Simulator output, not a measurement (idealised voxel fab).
The process module that follows is named voxel gate over fins.
Each square cell in cross-section cut measures 5 nm, and the section as a whole is 300 nm wide.
This document writes a cross-section as a grid whose cells are square, and gives it as bands, listed from the top down; one or more rows of cells form a band.
It is stipulated that each band's entry specify, in nanometres, the height of the top of the band and then that of its bottom, followed by the materials of the band in left-to-right sequence, each together with its width in nanometres. A single material marked by the word "edge to edge" is understood to fill the band from edge to edge; the word "empty" is understood to denote empty space.
We count height from 0. Below that, the starting wafer is all one material. The lowest band never ends at the bottom but goes on down; see "top 0, no bottom" for how that is written.
Graded width ("30->40"): value in top row of band = first number; value in bottom row = second number; row-to-row change constant.
Basically "all unchanged" means that step didn't change any cell in the cross-section.
Empty spaces without an open route to the top, at least 8 cells in extent, make up the entry "Enclosed internal cavities"; each is given as width x height at distance, where the distance is measured from the left edge, and all are in nm.
Heads up: the bit after the settings on a step's line is the simulator's remark on that step.
On any step carrying a mask, the "overlay nm" setting, if present on the step's line, tells how far right of its planned place the mask lay; negative values point to the left.

## So here's the lineup of process steps we planned
1) RECEIVE | material Si
2) CONFORMAL_DEP | material SiN | thk nm 10
3) PATTERN | tone cover | mask id FINS | material resist | width nm 15 | pitch nm 45 | thk nm 20 | overlay nm 0
4) DIRECTIONAL_ETCH | etch materials SiN | depth nm 10
5) DIRECTIONAL_ETCH | etch materials Si | depth nm 40
6) STRIP | etch materials resist
7) OXIDIZE | depth nm 5
8) FILL_DEP | material SiO2 | thk nm 5
9) CMP | height nm 10
10) SELECTIVE_ETCH | etch materials SiO2 | depth nm 20
11) STRIP | etch materials SiN
12) CONFORMAL_DEP | material HfO2 | thk nm 5
13) CONFORMAL_DEP | material TiN | thk nm 5
14) CONFORMAL_DEP | material TiAl | thk nm 5
15) CONFORMAL_DEP | material TiN | thk nm 5
16) FILL_DEP | material W | thk nm 10
17) CMP | height nm 25
18) CONFORMAL_DEP | material SiN | thk nm 5

## Delivered wafer in cross-section: state after step 1
> top 0, no bottom = Si edge to edge
> Enclosed internal cavities: none

## End state of the module in cross-section, given the above starting point and plan and one mistake in execution
> top 30, bottom 25 = SiN edge to edge
> top 25, bottom 20 = W edge to edge
> top 20, bottom 15 = W=95 | TiN=90 | W=115
> top 15, bottom 10 = W=95 | TiN=5 | TiAl=35 | TiN=10 | TiAl=35 | TiN=5 | W=115
> top 10, bottom 5 = TiN=100 | TiAl=5 | TiN=25 | TiAl=5 | TiN=10 | TiAl=5 | TiN=25 | TiAl=5 | TiN=120
> top 5, bottom 0 = TiAl=105 | TiN=5 | HfO2=15 | TiN=5 | TiAl=20 | TiN=5 | HfO2=15 | TiN=5 | TiAl=125
> top 0, bottom -5 = TiN=110 | HfO2=5 | Si=5 | HfO2=5 | TiN=30 | HfO2=5 | Si=5 | HfO2=5 | TiN=130
> top -5, bottom -10 = HfO2=115 | Si=5 | HfO2=40 | Si=5 | HfO2=135
> top -10, bottom -45 = SiO2=115 | Si=5 | SiO2=40 | Si=5 | SiO2=135
> top -45, no bottom = Si edge to edge
> Enclosed internal cavities: none
Plan not followed: step 3 ran differently from the plan; actual operation with settings: PATTERN | tone cover | mask id FINS | material resist | width nm 15 | pitch nm 45 | thk nm 20 | overlay nm -10
